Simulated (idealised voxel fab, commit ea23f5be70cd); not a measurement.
The following process module bears the name voxel tone inversion.
Section cut is 185 nm wide and gridded with 5 nm square cells.
A cross-section is written here as square cells arranged in a grid, and it is given in bands from the top down, each band taking up one or more rows of cells. For a band, the entry starts with two heights in nm, that of the top and then that of the bottom, and carries on with the band's materials in order from left to right, each alongside its width in nm; the word "edge to edge" beside a single material means it fills the band edge to edge, and "air" means empty space. We count height from 0. Below that, the starting wafer is all one material. The lowest band never ends at the bottom but goes on down; see "0..down" for how that is written. When a width is written as two numbers, as in "30 to 40", the first number is the width in the top row of cells of the band and the second is the width in its bottom row, and the width changes by the same amount from each row to the next. What does "no change occurred" mean for a step? It means no cell of the cross-section changed in that step. Look at "closed voids" for the closed voids: empty spaces with no open path to the top, sized 8 cells or up. Each is width x height at distance, distance from the left edge, all nm. Post-settings text on a step line: simulator's own remark regarding the step. When a step includes a mask, the "overlay nm" setting on its line states how far to the right of its planned place that mask lay, and negative values state how far to the left.
## Planned step list for the process
1 RECEIVE: material Si
2 CONFORMAL_DEP: material SiCN, thk nm 10
3 DIRECTIONAL_DEP: material aC, thk nm 15
4 PATTERN: tone cover, mask id POSTS, material resist, width nm 20, pitch nm 50, thk nm 20, overlay nm 0
5 DIRECTIONAL_ETCH: etch materials aC, depth nm 15
6 STRIP: etch materials resist
7 FILL_DEP: material lowk, thk nm 10
8 CMP: height nm 25
9 STRIP: etch materials aC
10 CONFORMAL_DEP: material TiN, thk nm 5
11 FILL_DEP: material W, thk nm 5
12 CMP: height nm 25
13 CONFORMAL_DEP: material SiCN, thk nm 5
## Cross-section of the wafer upon arrival, representing the state reached after step 1
* 0..down = Si edge to edge
* closed voids: none
## Looking at the first of two wafers in cross-section at end of module - ran to plan
* 30..25 = SiCN edge to edge
* 25..15 = lowk (55); TiN (5); W (10); TiN (5); lowk (30); TiN (5); W (10); TiN (5); lowk (60)
* 15..10 = lowk (55); TiN (20); lowk (30); TiN (20); lowk (60)
* 10..0 = SiCN edge to edge
* 0..down = Si edge to edge
* closed voids: none
## Cross-section of the latter of the two wafers at module completion. It had an identical start and an identical plan to the former; in running it, one mistake was made
* 30..15 = SiCN edge to edge
* 15..0 = aC edge to edge
* 0..down = Si edge to edge
* closed voids: none
Plan not followed: ran 2 and 3 in swapped order versus the plan
Heads up, by the end the second wafer has more or fewer cells of some materials compared to the first: TiN: 16 fewer; W: 8 fewer; aC: 111 more; lowk: 87 fewer
